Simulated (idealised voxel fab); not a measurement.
process module | voxel wiring stack
cross-section cut | 270 nm wide | cells 5 nm
A cross-section is a grid of square cells, given in bands from the top down. A band is one or more rows of cells.
Each band's line starts with the height of the band's top and of its bottom, in nm. Then come its materials from left to right, each with its width in nm. One material with "throughout" fills the band from edge to edge. "air" is empty space.
Height 0 is the level under which the wafer as received is all one material. The lowest band goes on downwards, as in "0 down".
A width such as "30 to 40" changes by the same amount from each row of cells to the next, from the band's top row to its bottom row.
"no change" after a step means that no cell of the cross-section changed.
closed voids: empty space of 8 cells or more with no open way to the top, each as width x height at its distance from the left edge, in nm
after a step's settings: what the simulator itself notes on the step
overlay nm, on a step with a mask: how far to the right of its planned place the mask lay; to the left if negative
plan
1 op RECEIVE | material Si
2 op CONFORMAL_DEP | material SiO2 | thk nm 15
3 op DIRECTIONAL_DEP | material TiN | thk nm 5
4 op DIRECTIONAL_DEP | material W | thk nm 15
5 op MASKED_ETCH | tone cover | mask id METAL_1 | width nm 25 | pitch nm 50 | etch materials W | depth nm 15 | overlay nm 0
6 op MASKED_ETCH | tone cover | mask id METAL_1 | width nm 25 | pitch nm 50 | etch materials TiN | depth nm 5 | overlay nm 0
7 op FILL_DEP | material SiO2 | thk nm 10
8 op CMP | height nm 35
9 op CONFORMAL_DEP | material SiCN | thk nm 5
10 op DIRECTIONAL_DEP | material SiO2 | thk nm 35
11 op DIRECTIONAL_DEP | material aC | thk nm 15
12 op PATTERN | tone open | mask id METAL_2_HOLES | material resist | width nm 15 | thk nm 30 | overlay nm 0
13 op DIRECTIONAL_ETCH | etch materials aC | depth nm 15
14 op STRIP | etch materials resist
15 op DIRECTIONAL_ETCH | etch materials SiO2 | depth nm 35
16 op STRIP | etch materials aC
17 op MASKED_ETCH | tone open | mask id METAL_2 | width nm 25 | pitch nm 50 | etch materials SiO2 | depth nm 20 | overlay nm 0
18 op MASKED_ETCH | tone open | mask id METAL_2 | width nm 25 | pitch nm 50 | etch materials SiCN | depth nm 5 | overlay nm 0
19 op CONFORMAL_DEP | material TiN | thk nm 5
20 op FILL_DEP | material Cu | thk nm 5
21 op CMP | height nm 75
22 op CONFORMAL_DEP | material SiCN | thk nm 5
23 op DIRECTIONAL_DEP | material SiO2 | thk nm 35
24 op MASKED_ETCH | tone open | mask id METAL_3_HOLES | width nm 15 | etch materials SiO2 | depth nm 35 | overlay nm 0
25 op PATTERN | tone open | mask id METAL_3 | material resist | width nm 25 | pitch nm 50 | thk nm 15 | overlay nm 0
26 op DIRECTIONAL_ETCH | etch materials SiO2 | depth nm 20
27 op DIRECTIONAL_ETCH | etch materials SiCN | depth nm 5
28 op STRIP | etch materials resist
29 op CONFORMAL_DEP | material TiN | thk nm 5
30 op FILL_DEP | material Ru | thk nm 10
31 op CMP | height nm 115
32 op CONFORMAL_DEP | material SiCN | thk nm 5
as received, after step 1
  0 down: Si throughout
  closed voids: none
a wafer at the end: this start, this plan, one mistake
  120 to 115: SiCN throughout
  115 to 80: SiO2 95 | TiN 5 | Ru 15 | TiN 5 | SiO2 25 | TiN 5 | Ru 15 | TiN 5 | SiO2 100
  80 to 75: SiCN 95 | TiN 25 | SiCN 25 | TiN 25 | SiCN 100
  75 to 60: SiO2 95 | TiN 5 | Cu 15 | TiN 5 | SiO2 25 | TiN 5 | Cu 15 | TiN 5 | SiO2 100
  60 to 55: SiO2 95 | TiN 5 | Cu 5 | TiN 15 | SiO2 25 | TiN 25 | SiO2 100
  55 to 40: SiO2 95 | TiN 5 | Cu 5 | TiN 5 | SiO2 160
  40 to 35: SiCN 95 | TiN 15 | SiCN 160
  35 to 20: SiO2 95 | W 25 | SiO2 25 | W 25 | SiO2 100
  20 to 15: SiO2 95 | TiN 25 | SiO2 25 | TiN 25 | SiO2 100
  15 to 0: SiO2 throughout
  0 down: Si throughout
  closed voids: none
what went wrong: step 26 was run twice
